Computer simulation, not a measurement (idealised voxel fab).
process module | voxel fin reveal
cross-section cut | 185 nm wide | cells 5 nm
A cross-section is a grid of square cells, given in bands from the top down. A band is one or more rows of cells.
Each band's line starts with the height of the band's top and of its bottom, in nm. Then come its materials from left to right, each with its width in nm. One material with "throughout" fills the band from edge to edge. "air" is empty space.
Height 0 is the level under which the wafer as received is all one material. The lowest band goes on downwards, as in "0 down".
A width such as "30 to 40" changes by the same amount from each row of cells to the next, from the band's top row to its bottom row.
"no change" after a step means that no cell of the cross-section changed.
closed voids: empty space of 8 cells or more with no open way to the top, each as width x height at its distance from the left edge, in nm
after a step's settings: what the simulator itself notes on the step
overlay nm, on a step with a mask: how far to the right of its planned place the mask lay; to the left if negative
plan
1 op RECEIVE | material Si
2 op CONFORMAL_DEP | material SiN | thk nm 5
3 op PATTERN | tone cover | mask id FINS | material resist | width nm 15 | pitch nm 40 | thk nm 15 | overlay nm 0
4 op DIRECTIONAL_ETCH | etch materials SiN | depth nm 5
5 op DIRECTIONAL_ETCH | etch materials Si | depth nm 40
6 op STRIP | etch materials resist
7 op OXIDIZE | depth nm 5
8 op FILL_DEP | material SiO2 | thk nm 5
9 op CMP | height nm -5
10 op SELECTIVE_ETCH | etch materials SiO2 | depth nm 35
11 op STRIP | etch materials SiN
varied across the wafers: height nm of step 9. The plan shows the first wafer's value. All wafers start alike
first wafer as received, after step 1
  0 down: Si throughout
  closed voids: none
each wafer at the end: cells of each material gained (+) or lost (-) since it was received, then its closed voids
height nm -5 | -309 Si | +34 SiO2 | closed voids: none
height nm 0 | -306 Si | +68 SiO2 | closed voids: none
height nm 5 | -306 Si | +102 SiO2 | closed voids: none
height nm 10 | -306 Si | +136 SiO2 | closed voids: none
